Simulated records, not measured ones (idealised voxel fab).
You're looking at the process module voxel trench capacitor.
Cross-sectional view cut (width: 250 nm; square cell size: 5 nm).
In this document a cross-section is written as a grid of square cells. It is given as a series of bands, listed from the top down, and a band is one or more rows of cells.
First you get the band's top height and its bottom height, in nm, and then the materials it's made of, left to right, with each width in nm. If you see a single material with "everywhere", that one covers the band edge to edge. "air" is empty space.
Basically, 0 is our baseline, since under it the wafer straight out of the box is all one material. The bottom band has no lower end and keeps on going down, so it looks like "z 0 and below".
The two numbers in a width such as "30..40" mark its ends across the band: the first belongs to the top row of cells, the second to the bottom row, and from each row to the next the width moves by the same amount.
The designation "remained the same", where it is given for a processing step, indicates that no cell of the cross-section was altered in the course of that step.
Closed empty spaces (no open way to the top) of 8 cells or more are what "Closed internal cavities" lists, each as width x height at distance from the left edge, nm for all three.
Step line, after settings: the simulator's comment on this step.
If you see "overlay nm" on a step's line and that step has a mask, it's telling you how far right of where it was planned the mask ended up; a negative number means it went left instead.

## The planned process steps are enumerated hereunder
1 RECEIVE with material Si
2 CONFORMAL_DEP with material SiN, thk nm 10
3 PATTERN with tone open, mask id TRENCH, material resist, width nm 20, pitch nm 40, thk nm 20, overlay nm 0
4 DIRECTIONAL_ETCH with etch materials SiN, depth nm 10
5 DIRECTIONAL_ETCH with etch materials Si, depth nm 35
6 STRIP with etch materials resist
7 CONFORMAL_DEP with material Al2O3, thk nm 5
8 FILL_DEP with material polySi, thk nm 5
9 CMP with height nm 10

## This is the cross-section of the wafer as we received it, i.e. after step 1
    z 0 and below  Si everywhere
    Closed internal cavities: none

## first wafer at the end, as planned
    z 10 to 0  SiN=95  Al2O3=5  polySi=10  Al2O3=5  SiN=20  Al2O3=5  polySi=10  Al2O3=5  SiN=95
    z 0 to -30  Si=95  Al2O3=5  polySi=10  Al2O3=5  Si=20  Al2O3=5  polySi=10  Al2O3=5  Si=95
    z -30 to -35  Si=95  Al2O3=20  Si=20  Al2O3=20  Si=95
    z -35 and below  Si everywhere
    Closed internal cavities: none

## So this is wafer number two of the two, cut at the end of the module - it started where the first did and had the same plan, we just got one thing wrong running it
    z 10 to 0  SiN=100  Al2O3=5  polySi=5  Al2O3=5  SiN=25  Al2O3=5  polySi=5  Al2O3=5  SiN=95
    z 0 to -30  Si=100  Al2O3=5  polySi=5  Al2O3=5  Si=25  Al2O3=5  polySi=5  Al2O3=5  Si=95
    z -30 to -35  Si=100  Al2O3=15  Si=25  Al2O3=15  Si=95
    z -35 and below  Si everywhere
    Closed internal cavities: none
Finding, execution versus plan: not per plan at step 3, really ran PATTERN with tone open, mask id TRENCH, material resist, width nm 15, pitch nm 40, thk nm 20, overlay nm 0
Heads up, by the end the second wafer has more or fewer cells of some materials compared to the first: Al2O3 -2, Si +14, SiN +4, polySi -16
